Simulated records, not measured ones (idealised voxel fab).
process module | voxel capacitor over wiring
cross-section cut | 165 nm wide | cells 5 nm
A cross-section is a grid of square cells, given in bands from the top down. A band is one or more rows of cells.
Each band's line starts with the height of the band's top and of its bottom, in nm. Then come its materials from left to right, each with its width in nm. One material with "throughout" fills the band from edge to edge. "air" is empty space.
Height 0 is the level under which the wafer as received is all one material. The lowest band goes on downwards, as in "0 down".
A width such as "30 to 40" changes by the same amount from each row of cells to the next, from the band's top row to its bottom row.
"no change" after a step means that no cell of the cross-section changed.
closed voids: empty space of 8 cells or more with no open way to the top, each as width x height at its distance from the left edge, in nm
after a step's settings: what the simulator itself notes on the step
overlay nm, on a step with a mask: how far to the right of its planned place the mask lay; to the left if negative
Each pair below shows a cross-section before one step and the cross-section after it, down to the lowest band that changed. The line under each pair gives the step between them, with its settings. The pairs can come from different runs of this module on the same starting wafer, so a pair continues from the pair above only where its "before" says so.
before
  35 to 20: air 20 | W 30 | air 60 | W 30 | air 25
  20 to 5: SiO2 throughout
  5 to 0: TiN throughout
  0 down: Si throughout
  closed voids: none
after
  40 to 35: air 15 | SiN 40 | air 50 | SiN 40 | air 20
  35 to 25: air 15 | SiN 5 | W 30 | SiN 5 | air 50 | SiN 5 | W 30 | SiN 5 | air 20
  25 to 20: SiN 20 | W 30 | SiN 60 | W 30 | SiN 25
  below 20: unchanged
  closed voids: none
the step between: op CONFORMAL_DEP | material SiN | thk nm 5
before: the cross-section after the pair above
after
  45 to 40: lowk throughout
  40 to 35: lowk 15 | SiN 40 | lowk 50 | SiN 40 | lowk 20
  35 to 25: lowk 15 | SiN 5 | W 30 | SiN 5 | lowk 50 | SiN 5 | W 30 | SiN 5 | lowk 20
  below 25: unchanged
  closed voids: none
the step between: op FILL_DEP | material lowk | thk nm 5
before: the cross-section after the pair above
after
  35 to 25: lowk 15 | SiN 5 | W 30 | SiN 5 | lowk 50 | SiN 5 | W 30 | SiN 5 | lowk 20
  below 25: unchanged
  closed voids: none
the step between: op CMP | height nm 35
before: the cross-section after the pair above
after
  40 to 35: SiCN throughout
  below 35: unchanged
  closed voids: none
the step between: op CONFORMAL_DEP | material SiCN | thk nm 5
before: the cross-section after the pair above
after
  50 to 40: lowk throughout
  below 40: unchanged
  closed voids: none
the step between: op DIRECTIONAL_DEP | material lowk | thk nm 10
before: the cross-section after the pair above
after
  65 to 50: resist 35 | air 15 | resist 115
  below 50: unchanged
  closed voids: none
the step between: op PATTERN | tone open | mask id PLUG_1 | material resist | width nm 15 | thk nm 15 | overlay nm 0
before: the cross-section after the pair above
after
  65 to 50: resist 35 | air 15 | resist 115
  50 to 40: lowk 35 | air 15 | lowk 115
  below 40: unchanged
  closed voids: none
the step between: op DIRECTIONAL_ETCH | etch materials lowk | depth nm 10
before: the cross-section after the pair above
after
  65 to 50: resist 35 | air 15 | resist 115
  50 to 40: lowk 35 | air 15 | lowk 115
  40 to 35: SiCN 35 | air 15 | SiCN 115
  below 35: unchanged
  closed voids: none
the step between: op DIRECTIONAL_ETCH | etch materials SiCN | depth nm 5
before: the cross-section after the pair above
after
  50 to 40: lowk 35 | air 15 | lowk 115
  below 40: unchanged
  closed voids: none
the step between: op STRIP | etch materials resist
before: the cross-section after the pair above
after
  55 to 50: TiN 40 | air 5 | TiN 120
  50 to 40: lowk 35 | TiN 5 | air 5 | TiN 5 | lowk 115
  40 to 35: SiCN 35 | TiN 15 | SiCN 115
  below 35: unchanged
  closed voids: none
the step between: op CONFORMAL_DEP | material TiN | thk nm 5
before: the cross-section after the pair above
after
  60 to 55: Cu throughout
  55 to 50: TiN 40 | Cu 5 | TiN 120
  50 to 40: lowk 35 | TiN 5 | Cu 5 | TiN 5 | lowk 115
  below 40: unchanged
  closed voids: none
the step between: op FILL_DEP | material Cu | thk nm 5
before: the cross-section after the pair above
after
  50 to 40: lowk 35 | TiN 5 | Cu 5 | TiN 5 | lowk 115
  below 40: unchanged
  closed voids: none
the step between: op CMP | height nm 50
before: the cross-section after the pair above
after
  60 to 50: TiN throughout
  below 50: unchanged
  closed voids: none
the step between: op DIRECTIONAL_DEP | material TiN | thk nm 10
before: the cross-section after the pair above
after
  65 to 60: SiN throughout
  below 60: unchanged
  closed voids: none
the step between: op DIRECTIONAL_DEP | material SiN | thk nm 5
before: the cross-section after the pair above
after
  70 to 65: TiN throughout
  below 65: unchanged
  closed voids: none
the step between: op DIRECTIONAL_DEP | material TiN | thk nm 5
before: the cross-section after the pair above
after
  70 to 65: air 35 | TiN 65 | air 65
  below 65: unchanged
  closed voids: none
the step between: op MASKED_ETCH | tone cover | mask id UPPER_PLATE | width nm 65 | etch materials TiN | depth nm 5 | overlay nm 0
before: the cross-section after the pair above
after
  70 to 65: air 35 | TiN 65 | air 65
  65 to 60: air 35 | SiN 65 | air 65
  below 60: unchanged
  closed voids: none
the step between: op MASKED_ETCH | tone cover | mask id UPPER_PLATE | width nm 65 | etch materials SiN | depth nm 5 | overlay nm 0
before: the cross-section after the pair above
after
  80 to 70: air 35 | aC 65 | air 65
  70 to 65: aC 35 | TiN 65 | aC 65
  65 to 60: aC 35 | SiN 65 | aC 65
  below 60: unchanged
  closed voids: none
the step between: op DIRECTIONAL_DEP | material aC | thk nm 10
before: the cross-section after the pair above
after
  110 to 80: air 30 | resist 75 | air 60
  80 to 70: air 30 | resist 5 | aC 65 | resist 5 | air 60
  below 70: unchanged
  closed voids: none
the step between: op PATTERN | tone cover | mask id LOWER_PLATE | material resist | width nm 75 | thk nm 30 | overlay nm 0
before: the cross-section after the pair above
after
  100 to 80: air 30 | resist 75 | air 60
  80 to 70: air 30 | resist 5 | aC 65 | resist 5 | air 60
  70 to 65: air 30 | aC 5 | TiN 65 | aC 5 | air 60
  65 to 60: air 30 | aC 5 | SiN 65 | aC 5 | air 60
  below 60: unchanged
  closed voids: none
the step between: op DIRECTIONAL_ETCH | etch materials aC | depth nm 10
before: the cross-section after the pair above
after
  80 to 70: air 35 | aC 65 | air 65
  below 70: unchanged
  closed voids: none
the step between: op STRIP | etch materials resist
before: the cross-section after the pair above
after
  80 to 70: air 35 | aC 65 | air 65
  70 to 65: air 30 | aC 5 | TiN 65 | aC 5 | air 60
  65 to 60: air 30 | aC 5 | SiN 65 | aC 5 | air 60
  60 to 50: air 30 | TiN 75 | air 60
  below 50: unchanged
  closed voids: none
the step between: op DIRECTIONAL_ETCH | etch materials TiN | depth nm 10
before: the cross-section after the pair above
after
  70 to 65: air 35 | TiN 65 | air 65
  65 to 60: air 35 | SiN 65 | air 65
  below 60: unchanged
  closed voids: none
the step between: op STRIP | etch materials aC
before: the cross-section after the pair above
after
  90 to 70: SiO2 throughout
  70 to 65: SiO2 35 | TiN 65 | SiO2 65
  65 to 60: SiO2 35 | SiN 65 | SiO2 65
  60 to 50: SiO2 30 | TiN 75 | SiO2 60
  below 50: unchanged
  closed voids: none
the step between: op FILL_DEP | material SiO2 | thk nm 20
before: the cross-section after the pair above
after
  85 to 70: SiO2 throughout
  below 70: unchanged
  closed voids: none
the step between: op CMP | height nm 85
before: the cross-section after the pair above
after
  95 to 85: aC throughout
  below 85: unchanged
  closed voids: none
the step between: op DIRECTIONAL_DEP | material aC | thk nm 10
before: the cross-section after the pair above
after
  120 to 95: resist 45 | air 15 | resist 105
  below 95: unchanged
  closed voids: none
the step between: op PATTERN | tone open | mask id PLUG_2 | material resist | width nm 15 | thk nm 25 | overlay nm 0
before: the cross-section after the pair above
after
  110 to 95: resist 45 | air 15 | resist 105
  95 to 85: aC 45 | air 15 | aC 105
  below 85: unchanged
  closed voids: none
the step between: op DIRECTIONAL_ETCH | etch materials aC | depth nm 10
before: the cross-section after the pair above
after
  95 to 85: aC 45 | air 15 | aC 105
  below 85: unchanged
  closed voids: none
the step between: op STRIP | etch materials resist
before: the cross-section after the pair above
after
  95 to 85: aC 45 | air 15 | aC 105
  85 to 70: SiO2 45 | air 15 | SiO2 105
  below 70: unchanged
  closed voids: none
the step between: op DIRECTIONAL_ETCH | etch materials SiO2 | depth nm 15
before: the cross-section after the pair above
after
  85 to 70: SiO2 45 | air 15 | SiO2 105
  below 70: unchanged
  closed voids: none
the step between: op STRIP | etch materials aC
before: the cross-section after the pair above
after
  90 to 85: TiN 50 | air 5 | TiN 110
  85 to 75: SiO2 45 | TiN 5 | air 5 | TiN 5 | SiO2 105
  75 to 65: SiO2 45 to 35 | TiN 15 to 65 | SiO2 105 to 65
  below 65: unchanged
  closed voids: none
the step between: op CONFORMAL_DEP | material TiN | thk nm 5
before: the cross-section after the pair above
after
  100 to 90: Cu throughout
  90 to 85: TiN 50 | Cu 5 | TiN 110
  85 to 75: SiO2 45 | TiN 5 | Cu 5 | TiN 5 | SiO2 105
  below 75: unchanged
  closed voids: none
the step between: op FILL_DEP | material Cu | thk nm 10
before: the cross-section after the pair above
after
  85 to 75: SiO2 45 | TiN 5 | Cu 5 | TiN 5 | SiO2 105
  below 75: unchanged
  closed voids: none
the step between: op CMP | height nm 85
before: the cross-section after the pair above
after
  90 to 85: SiN throughout
  below 85: unchanged
  closed voids: none
the step between: op CONFORMAL_DEP | material SiN | thk nm 5
before
  65 to 60: SiN throughout
  60 to 50: TiN throughout
  50 to 40: lowk 35 | TiN 5 | Cu 5 | TiN 5 | lowk 115
  40 to 35: SiCN 35 | TiN 15 | SiCN 115
  35 to 20: lowk 15 | SiN 5 | W 30 | SiN 5 | lowk 50 | SiN 5 | W 30 | SiN 5 | lowk 20
  20 to 15: SiN 20 | TiN 30 | SiN 60 | TiN 30 | SiN 25
  15 to 0: SiO2 throughout
  0 down: Si throughout
  closed voids: none
after
  80 to 65: TiN throughout
  below 65: unchanged
  closed voids: none
the step between: op DIRECTIONAL_DEP | material TiN | thk nm 15
before: the cross-section after the pair above
after
  80 to 75: air 35 | TiN 65 | air 65
  below 75: unchanged
  closed voids: none
the step between: op MASKED_ETCH | tone cover | mask id UPPER_PLATE | width nm 65 | etch materials TiN | depth nm 5 | overlay nm 0
before: the cross-section after the pair above
after
  90 to 85: air 35 | aC 65 | air 65
  85 to 80: aC throughout
  80 to 75: aC 35 | TiN 65 | aC 65
  below 75: unchanged
  closed voids: none
the step between: op DIRECTIONAL_DEP | material aC | thk nm 10
before: the cross-section after the pair above
after
  120 to 90: air 30 | resist 75 | air 60
  90 to 85: air 30 | resist 5 | aC 65 | resist 5 | air 60
  below 85: unchanged
  closed voids: none
the step between: op PATTERN | tone cover | mask id LOWER_PLATE | material resist | width nm 75 | thk nm 30 | overlay nm 0
before: the cross-section after the pair above
after
  110 to 90: air 30 | resist 75 | air 60
  90 to 85: air 30 | resist 5 | aC 65 | resist 5 | air 60
  85 to 80: air 30 | aC 75 | air 60
  80 to 75: air 30 | aC 5 | TiN 65 | aC 5 | air 60
  below 75: unchanged
  closed voids: none
the step between: op DIRECTIONAL_ETCH | etch materials aC | depth nm 10
before: the cross-section after the pair above
after
  90 to 80: air 35 to 30 | aC 65 to 75 | air 65 to 60
  below 80: unchanged
  closed voids: none
the step between: op STRIP | etch materials resist
before: the cross-section after the pair above
after
  90 to 80: air 35 to 30 | aC 65 to 75 | air 65 to 60
  80 to 75: air 30 | aC 5 | TiN 65 | aC 5 | air 60
  75 to 65: air 30 | TiN 75 | air 60
  below 65: unchanged
  closed voids: none
the step between: op DIRECTIONAL_ETCH | etch materials TiN | depth nm 10
before: the cross-section after the pair above
after
  80 to 75: air 35 | TiN 65 | air 65
  below 75: unchanged
  closed voids: none
the step between: op STRIP | etch materials aC
before: the cross-section after the pair above
after
  100 to 80: SiO2 throughout
  80 to 75: SiO2 35 | TiN 65 | SiO2 65
  75 to 65: SiO2 30 | TiN 75 | SiO2 60
  below 65: unchanged
  closed voids: none
the step between: op FILL_DEP | material SiO2 | thk nm 20
before: the cross-section after the pair above
after
  85 to 80: SiO2 throughout
  below 80: unchanged
  closed voids: none
the step between: op CMP | height nm 85
before: the cross-section after the pair above
after
  95 to 85: aC throughout
  below 85: unchanged
  closed voids: none
the step between: op DIRECTIONAL_DEP | material aC | thk nm 10
before: the cross-section after the pair above
after
  120 to 95: resist 45 | air 15 | resist 105
  below 95: unchanged
  closed voids: none
the step between: op PATTERN | tone open | mask id PLUG_2 | material resist | width nm 15 | thk nm 25 | overlay nm 0
before: the cross-section after the pair above
after
  110 to 95: resist 45 | air 15 | resist 105
  95 to 85: aC 45 | air 15 | aC 105
  below 85: unchanged
  closed voids: none
the step between: op DIRECTIONAL_ETCH | etch materials aC | depth nm 10
before: the cross-section after the pair above
after
  95 to 85: aC 45 | air 15 | aC 105
  below 85: unchanged
  closed voids: none
the step between: op STRIP | etch materials resist
before: the cross-section after the pair above
after
  95 to 85: aC 45 | air 15 | aC 105
  85 to 80: SiO2 45 | air 15 | SiO2 105
  below 80: unchanged
  closed voids: none
the step between: op DIRECTIONAL_ETCH | etch materials SiO2 | depth nm 15
before: the cross-section after the pair above
after
  85 to 80: SiO2 45 | air 15 | SiO2 105
  below 80: unchanged
  closed voids: none
the step between: op STRIP | etch materials aC
before: the cross-section after the pair above
after
  90 to 85: TiN 50 | air 5 | TiN 110
  85 to 75: SiO2 45 to 35 | TiN 15 to 65 | SiO2 105 to 65
  below 75: unchanged
  closed voids: none
the step between: op CONFORMAL_DEP | material TiN | thk nm 5
before: the cross-section after the pair above
after
  100 to 90: Cu throughout
  90 to 85: TiN 50 | Cu 5 | TiN 110
  below 85: unchanged
  closed voids: none
the step between: op FILL_DEP | material Cu | thk nm 10
before: the cross-section after the pair above
after
  85 to 75: SiO2 45 to 35 | TiN 15 to 65 | SiO2 105 to 65
  below 75: unchanged
  closed voids: none
the step between: op CMP | height nm 85
before: the cross-section after the pair above
after
  90 to 85: SiN throughout
  below 85: unchanged
  closed voids: none
the step between: op CONFORMAL_DEP | material SiN | thk nm 5
before
  70 to 65: TiN throughout
  65 to 60: SiN throughout
  60 to 50: TiN throughout
  50 to 40: lowk 35 | TiN 5 | Cu 5 | TiN 5 | lowk 115
  40 to 35: SiCN 35 | TiN 15 | SiCN 115
  35 to 20: lowk 15 | SiN 5 | W 30 | SiN 5 | lowk 50 | SiN 5 | W 30 | SiN 5 | lowk 20
  20 to 15: SiN 20 | TiN 30 | SiN 60 | TiN 30 | SiN 25
  15 to 0: SiO2 throughout
  0 down: Si throughout
  closed voids: none
after
  70 to 65: air 35 | TiN 70 | air 60
  below 65: unchanged
  closed voids: none
the step between: op MASKED_ETCH | tone cover | mask id UPPER_PLATE | width nm 70 | etch materials TiN | depth nm 5 | overlay nm 0
before: the cross-section after the pair above
after
  70 to 65: air 35 | TiN 70 | air 60
  65 to 60: air 35 | SiN 70 | air 60
  below 60: unchanged
  closed voids: none
the step between: op MASKED_ETCH | tone cover | mask id UPPER_PLATE | width nm 65 | etch materials SiN | depth nm 5 | overlay nm 0
before: the cross-section after the pair above
after
  80 to 70: air 35 | aC 70 | air 60
  70 to 65: aC 35 | TiN 70 | aC 60
  65 to 60: aC 35 | SiN 70 | aC 60
  below 60: unchanged
  closed voids: none
the step between: op DIRECTIONAL_DEP | material aC | thk nm 10
before: the cross-section after the pair above
after
  110 to 80: air 30 | resist 75 | air 60
  80 to 70: air 30 | resist 5 | aC 70 | air 60
  below 70: unchanged
  closed voids: none
the step between: op PATTERN | tone cover | mask id LOWER_PLATE | material resist | width nm 75 | thk nm 30 | overlay nm 0
before: the cross-section after the pair above
after
  100 to 80: air 30 | resist 75 | air 60
  80 to 70: air 30 | resist 5 | aC 70 | air 60
  70 to 65: air 30 | aC 5 | TiN 70 | air 60
  65 to 60: air 30 | aC 5 | SiN 70 | air 60
  below 60: unchanged
  closed voids: none
the step between: op DIRECTIONAL_ETCH | etch materials aC | depth nm 10
before: the cross-section after the pair above
after
  80 to 70: air 35 | aC 70 | air 60
  below 70: unchanged
  closed voids: none
the step between: op STRIP | etch materials resist
before: the cross-section after the pair above
after
  80 to 70: air 35 | aC 70 | air 60
  70 to 65: air 30 | aC 5 | TiN 70 | air 60
  65 to 60: air 30 | aC 5 | SiN 70 | air 60
  60 to 50: air 30 | TiN 75 | air 60
  below 50: unchanged
  closed voids: none
the step between: op DIRECTIONAL_ETCH | etch materials TiN | depth nm 10
before: the cross-section after the pair above
after
  70 to 65: air 35 | TiN 70 | air 60
  65 to 60: air 35 | SiN 70 | air 60
  below 60: unchanged
  closed voids: none
the step between: op STRIP | etch materials aC
before: the cross-section after the pair above
after
  90 to 70: SiO2 throughout
  70 to 65: SiO2 35 | TiN 70 | SiO2 60
  65 to 60: SiO2 35 | SiN 70 | SiO2 60
  60 to 50: SiO2 30 | TiN 75 | SiO2 60
  below 50: unchanged
  closed voids: none
the step between: op FILL_DEP | material SiO2 | thk nm 20
before: the cross-section after the pair above
after
  85 to 70: SiO2 throughout
  below 70: unchanged
  closed voids: none
the step between: op CMP | height nm 85
before: the cross-section after the pair above
after
  95 to 85: aC throughout
  below 85: unchanged
  closed voids: none
the step between: op DIRECTIONAL_DEP | material aC | thk nm 10
before: the cross-section after the pair above
after
  120 to 95: resist 45 | air 15 | resist 105
  below 95: unchanged
  closed voids: none
the step between: op PATTERN | tone open | mask id PLUG_2 | material resist | width nm 15 | thk nm 25 | overlay nm 0
before: the cross-section after the pair above
after
  110 to 95: resist 45 | air 15 | resist 105
  95 to 85: aC 45 | air 15 | aC 105
  below 85: unchanged
  closed voids: none
the step between: op DIRECTIONAL_ETCH | etch materials aC | depth nm 10
before: the cross-section after the pair above
after
  95 to 85: aC 45 | air 15 | aC 105
  below 85: unchanged
  closed voids: none
the step between: op STRIP | etch materials resist
before: the cross-section after the pair above
after
  95 to 85: aC 45 | air 15 | aC 105
  85 to 70: SiO2 45 | air 15 | SiO2 105
  below 70: unchanged
  closed voids: none
the step between: op DIRECTIONAL_ETCH | etch materials SiO2 | depth nm 15
before: the cross-section after the pair above
after
  85 to 70: SiO2 45 | air 15 | SiO2 105
  below 70: unchanged
  closed voids: none
the step between: op STRIP | etch materials aC
before: the cross-section after the pair above
after
  90 to 85: TiN 50 | air 5 | TiN 110
  85 to 75: SiO2 45 | TiN 5 | air 5 | TiN 5 | SiO2 105
  75 to 65: SiO2 45 to 35 | TiN 15 to 70 | SiO2 105 to 60
  below 65: unchanged
  closed voids: none
the step between: op CONFORMAL_DEP | material TiN | thk nm 5
before: the cross-section after the pair above
after
  100 to 90: Cu throughout
  90 to 85: TiN 50 | Cu 5 | TiN 110
  85 to 75: SiO2 45 | TiN 5 | Cu 5 | TiN 5 | SiO2 105
  below 75: unchanged
  closed voids: none
the step between: op FILL_DEP | material Cu | thk nm 10
before: the cross-section after the pair above
after
  85 to 75: SiO2 45 | TiN 5 | Cu 5 | TiN 5 | SiO2 105
  below 75: unchanged
  closed voids: none
the step between: op CMP | height nm 85
before: the cross-section after the pair above
after
  90 to 85: SiN throughout
  below 85: unchanged
  closed voids: none
the step between: op CONFORMAL_DEP | material SiN | thk nm 5
before
  35 to 20: W throughout
  20 to 15: TiN throughout
  15 to 0: SiO2 throughout
  0 down: Si throughout
  closed voids: none
after
  55 to 35: air 25 | resist 30 | air 60 | resist 30 | air 20
  below 35: unchanged
  closed voids: none
the step between: op PATTERN | tone cover | mask id METAL_1 | material resist | width nm 30 | pitch nm 90 | thk nm 20 | overlay nm 5
before: the cross-section after the pair above
after
  55 to 35: air 25 | resist 30 | air 60 | resist 30 | air 20
  35 to 20: air 25 | W 30 | air 60 | W 30 | air 20
  below 20: unchanged
  closed voids: none
the step between: op DIRECTIONAL_ETCH | etch materials W | depth nm 15
before: the cross-section after the pair above
after
  55 to 35: air 25 | resist 30 | air 60 | resist 30 | air 20
  35 to 20: air 25 | W 30 | air 60 | W 30 | air 20
  20 to 15: air 25 | TiN 30 | air 60 | TiN 30 | air 20
  below 15: unchanged
  closed voids: none
the step between: op DIRECTIONAL_ETCH | etch materials TiN | depth nm 5
before: the cross-section after the pair above
after
  35 to 20: air 25 | W 30 | air 60 | W 30 | air 20
  below 20: unchanged
  closed voids: none
the step between: op STRIP | etch materials resist
before: the cross-section after the pair above
after
  40 to 35: air 20 | SiN 40 | air 50 | SiN 40 | air 15
  35 to 20: air 20 | SiN 5 | W 30 | SiN 5 | air 50 | SiN 5 | W 30 | SiN 5 | air 15
  20 to 15: SiN 25 | TiN 30 | SiN 60 | TiN 30 | SiN 20
  below 15: unchanged
  closed voids: none
the step between: op CONFORMAL_DEP | material SiN | thk nm 5
before: the cross-section after the pair above
after
  45 to 40: lowk throughout
  40 to 35: lowk 20 | SiN 40 | lowk 50 | SiN 40 | lowk 15
  35 to 20: lowk 20 | SiN 5 | W 30 | SiN 5 | lowk 50 | SiN 5 | W 30 | SiN 5 | lowk 15
  below 20: unchanged
  closed voids: none
the step between: op FILL_DEP | material lowk | thk nm 5
before: the cross-section after the pair above
after
  35 to 20: lowk 20 | SiN 5 | W 30 | SiN 5 | lowk 50 | SiN 5 | W 30 | SiN 5 | lowk 15
  below 20: unchanged
  closed voids: none
the step between: op CMP | height nm 35
before: the cross-section after the pair above
after
  40 to 35: SiCN throughout
  below 35: unchanged
  closed voids: none
the step between: op CONFORMAL_DEP | material SiCN | thk nm 5
before: the cross-section after the pair above
after
  50 to 40: lowk throughout
  below 40: unchanged
  closed voids: none
the step between: op DIRECTIONAL_DEP | material lowk | thk nm 10
before: the cross-section after the pair above
after
  65 to 50: resist 35 | air 15 | resist 115
  below 50: unchanged
  closed voids: none
the step between: op PATTERN | tone open | mask id PLUG_1 | material resist | width nm 15 | thk nm 15 | overlay nm 0
before: the cross-section after the pair above
after
  65 to 50: resist 35 | air 15 | resist 115
  50 to 40: lowk 35 | air 15 | lowk 115
  below 40: unchanged
  closed voids: none
the step between: op DIRECTIONAL_ETCH | etch materials lowk | depth nm 10
before: the cross-section after the pair above
after
  65 to 50: resist 35 | air 15 | resist 115
  50 to 40: lowk 35 | air 15 | lowk 115
  40 to 35: SiCN 35 | air 15 | SiCN 115
  below 35: unchanged
  closed voids: none
the step between: op DIRECTIONAL_ETCH | etch materials SiCN | depth nm 5
before: the cross-section after the pair above
after
  50 to 40: lowk 35 | air 15 | lowk 115
  below 40: unchanged
  closed voids: none
the step between: op STRIP | etch materials resist
before: the cross-section after the pair above
after
  55 to 50: TiN 40 | air 5 | TiN 120
  50 to 40: lowk 35 | TiN 5 | air 5 | TiN 5 | lowk 115
  40 to 35: SiCN 35 | TiN 15 | SiCN 115
  below 35: unchanged
  closed voids: none
the step between: op CONFORMAL_DEP | material TiN | thk nm 5
before: the cross-section after the pair above
after
  60 to 55: Cu throughout
  55 to 50: TiN 40 | Cu 5 | TiN 120
  50 to 40: lowk 35 | TiN 5 | Cu 5 | TiN 5 | lowk 115
  below 40: unchanged
  closed voids: none
the step between: op FILL_DEP | material Cu | thk nm 5
before: the cross-section after the pair above
after
  50 to 40: lowk 35 | TiN 5 | Cu 5 | TiN 5 | lowk 115
  below 40: unchanged
  closed voids: none
the step between: op CMP | height nm 50
before: the cross-section after the pair above
after
  60 to 50: TiN throughout
  below 50: unchanged
  closed voids: none
the step between: op DIRECTIONAL_DEP | material TiN | thk nm 10
before: the cross-section after the pair above
after
  65 to 60: SiN throughout
  below 60: unchanged
  closed voids: none
the step between: op DIRECTIONAL_DEP | material SiN | thk nm 5
before: the cross-section after the pair above
after
  70 to 65: TiN throughout
  below 65: unchanged
  closed voids: none
the step between: op DIRECTIONAL_DEP | material TiN | thk nm 5
before: the cross-section after the pair above
after
  70 to 65: air 35 | TiN 65 | air 65
  below 65: unchanged
  closed voids: none
the step between: op MASKED_ETCH | tone cover | mask id UPPER_PLATE | width nm 65 | etch materials TiN | depth nm 5 | overlay nm 0
before: the cross-section after the pair above
after
  70 to 65: air 35 | TiN 65 | air 65
  65 to 60: air 35 | SiN 65 | air 65
  below 60: unchanged
  closed voids: none
the step between: op MASKED_ETCH | tone cover | mask id UPPER_PLATE | width nm 65 | etch materials SiN | depth nm 5 | overlay nm 0
before: the cross-section after the pair above
after
  80 to 70: air 35 | aC 65 | air 65
  70 to 65: aC 35 | TiN 65 | aC 65
  65 to 60: aC 35 | SiN 65 | aC 65
  below 60: unchanged
  closed voids: none
the step between: op DIRECTIONAL_DEP | material aC | thk nm 10
before: the cross-section after the pair above
after
  110 to 80: air 30 | resist 75 | air 60
  80 to 70: air 30 | resist 5 | aC 65 | resist 5 | air 60
  below 70: unchanged
  closed voids: none
the step between: op PATTERN | tone cover | mask id LOWER_PLATE | material resist | width nm 75 | thk nm 30 | overlay nm 0
before: the cross-section after the pair above
after
  100 to 80: air 30 | resist 75 | air 60
  80 to 70: air 30 | resist 5 | aC 65 | resist 5 | air 60
  70 to 65: air 30 | aC 5 | TiN 65 | aC 5 | air 60
  65 to 60: air 30 | aC 5 | SiN 65 | aC 5 | air 60
  below 60: unchanged
  closed voids: none
the step between: op DIRECTIONAL_ETCH | etch materials aC | depth nm 10
before: the cross-section after the pair above
after
  80 to 70: air 35 | aC 65 | air 65
  below 70: unchanged
  closed voids: none
the step between: op STRIP | etch materials resist
before: the cross-section after the pair above
after
  80 to 70: air 35 | aC 65 | air 65
  70 to 65: air 30 | aC 5 | TiN 65 | aC 5 | air 60
  65 to 60: air 30 | aC 5 | SiN 65 | aC 5 | air 60
  60 to 50: air 30 | TiN 75 | air 60
  below 50: unchanged
  closed voids: none
the step between: op DIRECTIONAL_ETCH | etch materials TiN | depth nm 10
before: the cross-section after the pair above
after
  70 to 65: air 35 | TiN 65 | air 65
  65 to 60: air 35 | SiN 65 | air 65
  below 60: unchanged
  closed voids: none
the step between: op STRIP | etch materials aC
before: the cross-section after the pair above
after
  90 to 70: SiO2 throughout
  70 to 65: SiO2 35 | TiN 65 | SiO2 65
  65 to 60: SiO2 35 | SiN 65 | SiO2 65
  60 to 50: SiO2 30 | TiN 75 | SiO2 60
  below 50: unchanged
  closed voids: none
the step between: op FILL_DEP | material SiO2 | thk nm 20
before: the cross-section after the pair above
after
  85 to 70: SiO2 throughout
  below 70: unchanged
  closed voids: none
the step between: op CMP | height nm 85
before: the cross-section after the pair above
after
  95 to 85: aC throughout
  below 85: unchanged
  closed voids: none
the step between: op DIRECTIONAL_DEP | material aC | thk nm 10
before: the cross-section after the pair above
after
  120 to 95: resist 45 | air 15 | resist 105
  below 95: unchanged
  closed voids: none
the step between: op PATTERN | tone open | mask id PLUG_2 | material resist | width nm 15 | thk nm 25 | overlay nm 0
before: the cross-section after the pair above
after
  110 to 95: resist 45 | air 15 | resist 105
  95 to 85: aC 45 | air 15 | aC 105
  below 85: unchanged
  closed voids: none
the step between: op DIRECTIONAL_ETCH | etch materials aC | depth nm 10
before: the cross-section after the pair above
after
  95 to 85: aC 45 | air 15 | aC 105
  below 85: unchanged
  closed voids: none
the step between: op STRIP | etch materials resist
before: the cross-section after the pair above
after
  95 to 85: aC 45 | air 15 | aC 105
  85 to 70: SiO2 45 | air 15 | SiO2 105
  below 70: unchanged
  closed voids: none
the step between: op DIRECTIONAL_ETCH | etch materials SiO2 | depth nm 15
before: the cross-section after the pair above
after
  85 to 70: SiO2 45 | air 15 | SiO2 105
  below 70: unchanged
  closed voids: none
the step between: op STRIP | etch materials aC
before: the cross-section after the pair above
after
  90 to 85: TiN 50 | air 5 | TiN 110
  85 to 75: SiO2 45 | TiN 5 | air 5 | TiN 5 | SiO2 105
  75 to 65: SiO2 45 to 35 | TiN 15 to 65 | SiO2 105 to 65
  below 65: unchanged
  closed voids: none
the step between: op CONFORMAL_DEP | material TiN | thk nm 5
before: the cross-section after the pair above
after
  100 to 90: Cu throughout
  90 to 85: TiN 50 | Cu 5 | TiN 110
  85 to 75: SiO2 45 | TiN 5 | Cu 5 | TiN 5 | SiO2 105
  below 75: unchanged
  closed voids: none
the step between: op FILL_DEP | material Cu | thk nm 10
before: the cross-section after the pair above
after
  85 to 75: SiO2 45 | TiN 5 | Cu 5 | TiN 5 | SiO2 105
  below 75: unchanged
  closed voids: none
the step between: op CMP | height nm 85
before: the cross-section after the pair above
after
  90 to 85: SiN throughout
  below 85: unchanged
  closed voids: none
the step between: op CONFORMAL_DEP | material SiN | thk nm 5
before
  20 to 15: TiN throughout
  15 to 0: SiO2 throughout
  0 down: Si throughout
  closed voids: none
after
  35 to 20: SiN throughout
  below 20: unchanged
  closed voids: none
the step between: op DIRECTIONAL_DEP | material SiN | thk nm 15
before: the cross-section after the pair above
after
  55 to 35: air 20 | resist 30 | air 60 | resist 30 | air 25
  below 35: unchanged
  closed voids: none
the step between: op PATTERN | tone cover | mask id METAL_1 | material resist | width nm 30 | pitch nm 90 | thk nm 20 | overlay nm 0
before: the cross-section after the pair above
after
  35 to 20: SiN throughout
  below 20: unchanged
  closed voids: none
the step between: op STRIP | etch materials resist
before: the cross-section after the pair above
after
  40 to 20: SiN throughout
  below 20: unchanged
  closed voids: none
the step between: op CONFORMAL_DEP | material SiN | thk nm 5
before: the cross-section after the pair above
after
  45 to 40: lowk throughout
  below 40: unchanged
  closed voids: none
the step between: op FILL_DEP | material lowk | thk nm 5
before: the cross-section after the pair above
after
  35 to 20: SiN throughout
  below 20: unchanged
  closed voids: none
the step between: op CMP | height nm 35
before: the cross-section after the pair above
after
  40 to 35: SiCN throughout
  below 35: unchanged
  closed voids: none
the step between: op CONFORMAL_DEP | material SiCN | thk nm 5
before: the cross-section after the pair above
after
  50 to 40: lowk throughout
  below 40: unchanged
  closed voids: none
the step between: op DIRECTIONAL_DEP | material lowk | thk nm 10
before: the cross-section after the pair above
after
  65 to 50: resist 35 | air 15 | resist 115
  below 50: unchanged
  closed voids: none
the step between: op PATTERN | tone open | mask id PLUG_1 | material resist | width nm 15 | thk nm 15 | overlay nm 0
before: the cross-section after the pair above
after
  65 to 50: resist 35 | air 15 | resist 115
  50 to 40: lowk 35 | air 15 | lowk 115
  below 40: unchanged
  closed voids: none
the step between: op DIRECTIONAL_ETCH | etch materials lowk | depth nm 10
before: the cross-section after the pair above
after
  65 to 50: resist 35 | air 15 | resist 115
  50 to 40: lowk 35 | air 15 | lowk 115
  40 to 35: SiCN 35 | air 15 | SiCN 115
  below 35: unchanged
  closed voids: none
the step between: op DIRECTIONAL_ETCH | etch materials SiCN | depth nm 5
before: the cross-section after the pair above
after
  50 to 40: lowk 35 | air 15 | lowk 115
  below 40: unchanged
  closed voids: none
the step between: op STRIP | etch materials resist
